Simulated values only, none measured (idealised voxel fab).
The following process module bears the name voxel trench capacitor.
cross-section cut | 245 nm wide | cells 5 nm
Heads up, the way a cross-section reads in here is a grid of square cells, handed over as bands from the top down, with every band being one or more rows of cells.
Band entry format. Leading values: height of top, height of bottom, nm. Remainder: materials in left-to-right order, each with its width in nm. Special words: "throughout" on a single material, which then fills the band edge to edge; "blank", empty space.
All heights in this document are referenced to 0, defined as the level beneath which the wafer, as received, consists entirely of one material. The lowest band is not bounded below; it extends indefinitely downward and is written in the form "0 and below".
Per-row width for "30->40": begins at first number (top row of band), ends at second number (bottom row), increment between rows held constant.
"everything unchanged", as given for a step, is the statement that not any cell of the cross-section underwent a change during that step.
Look at "Internal closed voids" for the closed voids: empty spaces with no open path to the top, sized 8 cells or up. Each is width x height at distance, distance from the left edge, all nm.
Formally, on a step line, whatever follows the settings is a remark that the simulator itself makes on the step.
Regarding "overlay nm": on a step with a mask, it is the distance the mask lay to the right of its planned place; a negative value places it to the left.
-- So here's the lineup of process steps we planned
| 1 | RECEIVE [material Si] |
| 2 | CONFORMAL_DEP [material SiN] [thk nm 5] |
| 3 | PATTERN [tone open] [mask id TRENCH] [material resist] [width nm 25] [pitch nm 50] [thk nm 15] [overlay nm 0] |
| 4 | DIRECTIONAL_ETCH [etch materials SiN] [depth nm 5] |
| 5 | DIRECTIONAL_ETCH [etch materials Si] [depth nm 40] |
| 6 | STRIP [etch materials resist] |
| 7 | CONFORMAL_DEP [material Al2O3] [thk nm 5] |
| 8 | CONFORMAL_DEP [material TiN] [thk nm 5] |
| 9 | FILL_DEP [material W] [thk nm 10] |
| 10 | CMP [height nm 5] |
-- Delivered wafer in cross-section: state after step 1
	0 and below | Si throughout
	Internal closed voids: none
-- Wafer cross-section at module end: first of two, run to plan
	5 down to 0 | SiN=85; Al2O3=5; TiN=5; W=5; TiN=5; Al2O3=5; SiN=25; Al2O3=5; TiN=5; W=5; TiN=5; Al2O3=5; SiN=85
	0 down to -30 | Si=85; Al2O3=5; TiN=5; W=5; TiN=5; Al2O3=5; Si=25; Al2O3=5; TiN=5; W=5; TiN=5; Al2O3=5; Si=85
	-30 down to -35 | Si=85; Al2O3=5; TiN=15; Al2O3=5; Si=25; Al2O3=5; TiN=15; Al2O3=5; Si=85
	-35 down to -40 | Si=85; Al2O3=25; Si=25; Al2O3=25; Si=85
	-40 and below | Si throughout
	Internal closed voids: none
-- Here's the second of our two wafers sectioned at module end. Same start as the first, same plan, but one mistake got made running it
	5 down to 0 | SiN=85; Al2O3=5; TiN=5; W=10; TiN=5; Al2O3=5; SiN=20; Al2O3=5; TiN=5; W=10; TiN=5; Al2O3=5; SiN=80
	0 down to -30 | Si=85; Al2O3=5; TiN=5; W=10; TiN=5; Al2O3=5; Si=20; Al2O3=5; TiN=5; W=10; TiN=5; Al2O3=5; Si=80
	-30 down to -35 | Si=85; Al2O3=5; TiN=20; Al2O3=5; Si=20; Al2O3=5; TiN=20; Al2O3=5; Si=80
	-35 down to -40 | Si=85; Al2O3=30; Si=20; Al2O3=30; Si=80
	-40 and below | Si throughout
	Internal closed voids: none
Which mistake was made when the wafer was run? step 3 off recipe, ran as PATTERN [tone open] [mask id TRENCH] [material resist] [width nm 30] [pitch nm 50] [thk nm 15] [overlay nm 0]
It is noted that, at the conclusion of processing, the second wafer exhibits a higher or lower cell count for certain materials relative to the first: Al2O3 +2, Si -16, SiN -2, TiN +2, W +14
